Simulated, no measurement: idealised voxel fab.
Process module in this document: voxel capacitor over wiring
Shown is cross-section cut, with a width of 270 nm and square cells of size 5 nm.
Square cells in a grid make up a cross-section in this document, and the grid is given as bands, listed from the top down, each one or more rows of cells. What a band's entry tells you: where the top is and where the bottom is, as heights in nm, and after that what lies inside, material by material from left to right, each with its width in nm. Empty space is written as the word "blank", and a single material marked with the word "throughout" occupies the band from edge to edge. For the purposes of this specification, 0 denotes the height below which the wafer in its as-received condition is composed wholly of one material, and the lowermost band, lacking a lower limit, extends downward without end, as expressed in "0 nm and below". Width "30->40": first value at the band's top row of cells, second value at its bottom row, equal change from row to row. When a step is marked "remained unchanged", none of the cells in the cross-section changed during that step. Heads up: "Closed void table" only lists the empty pockets with no open path to the top that are 8 cells or more, and it writes them as width x height at distance, distance from the left edge, in nm. Formally, on a step line, whatever follows the settings is a remark that the simulator itself makes on the step. Regarding "overlay nm": on a step with a mask, it is the distance the mask lay to the right of its planned place; a negative value places it to the left.
-- Process steps - plan
step 1: RECEIVE: material Si
step 2: CONFORMAL_DEP: material SiO2, thk nm 10
step 3: CONFORMAL_DEP: material SiN, thk nm 5
step 4: DIRECTIONAL_DEP: material SiO2, thk nm 20
step 5: DIRECTIONAL_DEP: material aC, thk nm 10
step 6: PATTERN: tone open, mask id METAL_1, material resist, width nm 25, pitch nm 80, thk nm 25, overlay nm 0
step 7: DIRECTIONAL_ETCH: etch materials aC, depth nm 10
step 8: STRIP: etch materials resist
step 9: DIRECTIONAL_ETCH: etch materials SiO2, depth nm 20
step 10: DIRECTIONAL_ETCH: etch materials SiN, depth nm 5
step 11: STRIP: etch materials aC
step 12: CONFORMAL_DEP: material TiN, thk nm 5
step 13: FILL_DEP: material Ru, thk nm 5
step 14: CMP: height nm 35
step 15: CONFORMAL_DEP: material SiCN, thk nm 5
step 16: DIRECTIONAL_DEP: material lowk, thk nm 10
step 17: PATTERN: tone open, mask id PLUG_1, material resist, width nm 15, thk nm 20, overlay nm 0
step 18: DIRECTIONAL_ETCH: etch materials lowk, depth nm 10
step 19: DIRECTIONAL_ETCH: etch materials SiCN, depth nm 5
step 20: STRIP: etch materials resist
step 21: CONFORMAL_DEP: material TiN, thk nm 5
step 22: FILL_DEP: material W, thk nm 10
step 23: CMP: height nm 50
step 24: DIRECTIONAL_DEP: material TiN, thk nm 5
step 25: DIRECTIONAL_DEP: material Al2O3, thk nm 5
step 26: DIRECTIONAL_DEP: material TiN, thk nm 5
step 27: DIRECTIONAL_DEP: material aC, thk nm 15
step 28: PATTERN: tone cover, mask id UPPER_PLATE, material resist, width nm 60, thk nm 35, overlay nm 0
step 29: DIRECTIONAL_ETCH: etch materials aC, depth nm 15
step 30: STRIP: etch materials resist
step 31: DIRECTIONAL_ETCH: etch materials TiN, depth nm 5
step 32: DIRECTIONAL_ETCH: etch materials Al2O3, depth nm 5
step 33: STRIP: etch materials aC
step 34: MASKED_ETCH: tone cover, mask id LOWER_PLATE, width nm 70, etch materials TiN, depth nm 5, overlay nm 0
step 35: FILL_DEP: material SiO2, thk nm 20
step 36: CMP: height nm 80
step 37: DIRECTIONAL_DEP: material aC, thk nm 15
step 38: PATTERN: tone open, mask id PLUG_2, material resist, width nm 15, thk nm 35, overlay nm 0
step 39: DIRECTIONAL_ETCH: etch materials aC, depth nm 15
step 40: STRIP: etch materials resist
step 41: DIRECTIONAL_ETCH: etch materials SiO2, depth nm 15
step 42: STRIP: etch materials aC
step 43: CONFORMAL_DEP: material TiN, thk nm 5
step 44: FILL_DEP: material Ru, thk nm 5
step 45: CMP: height nm 80
step 46: CONFORMAL_DEP: material SiN, thk nm 5
-- Cross-sectional view of the wafer in its as-received condition, corresponding to the state after step 1
> 0 nm and below: Si throughout
> Closed void table: none
-- First wafer of two, sectioned at end of module; run went per plan
> 85 nm to 80 nm: SiN throughout
> 80 nm to 70 nm: 100 nm SiO2  5 nm TiN  5 nm Ru  5 nm TiN  155 nm SiO2
> 70 nm to 60 nm: 100->90 nm SiO2  15->60 nm TiN  155->120 nm SiO2
> 60 nm to 55 nm: 90 nm SiO2  60 nm Al2O3  120 nm SiO2
> 55 nm to 50 nm: 85 nm SiO2  70 nm TiN  115 nm SiO2
> 50 nm to 40 nm: 90 nm lowk  5 nm TiN  5 nm W  5 nm TiN  165 nm lowk
> 40 nm to 35 nm: 90 nm SiCN  15 nm TiN  165 nm SiCN
> 35 nm to 15 nm: 80 nm SiO2  5 nm TiN  15 nm Ru  5 nm TiN  55 nm SiO2  5 nm TiN  15 nm Ru  5 nm TiN  85 nm SiO2
> 15 nm to 10 nm: 80 nm SiN  25 nm TiN  55 nm SiN  25 nm TiN  85 nm SiN
> 10 nm to 0 nm: SiO2 throughout
> 0 nm and below: Si throughout
> Closed void table: none
-- Cross-section, second wafer: same start as the first, same plan as the first, one mistake in running it; taken at the end of the module
> 85 nm to 80 nm: SiN throughout
> 80 nm to 70 nm: 100 nm SiO2  5 nm TiN  5 nm Ru  5 nm TiN  155 nm SiO2
> 70 nm to 60 nm: 100->90 nm SiO2  15->60 nm TiN  155->120 nm SiO2
> 60 nm to 55 nm: 90 nm SiO2  60 nm Al2O3  120 nm SiO2
> 55 nm to 50 nm: 85 nm SiO2  70 nm TiN  115 nm SiO2
> 50 nm to 40 nm: 85 nm W  5 nm TiN  15 nm lowk  5 nm TiN  160 nm W
> 40 nm to 35 nm: 90 nm TiN  15 nm SiCN  165 nm TiN
> 35 nm to 15 nm: 80 nm SiO2  5 nm TiN  15 nm Ru  5 nm TiN  55 nm SiO2  5 nm TiN  15 nm Ru  5 nm TiN  85 nm SiO2
> 15 nm to 10 nm: 80 nm SiN  25 nm TiN  55 nm SiN  25 nm TiN  85 nm SiN
> 10 nm to 0 nm: SiO2 throughout
> 0 nm and below: Si throughout
> Closed void table: none
What went wrong in running the wafer? not per plan at step 17, really ran PATTERN: tone cover, mask id PLUG_1, material resist, width nm 15, thk nm 20, overlay nm 0
Final tally in cells, some materials are higher or lower on the second wafer than on the first: SiCN: 48 fewer | TiN: 48 more | W: 96 more | lowk: 96 fewer
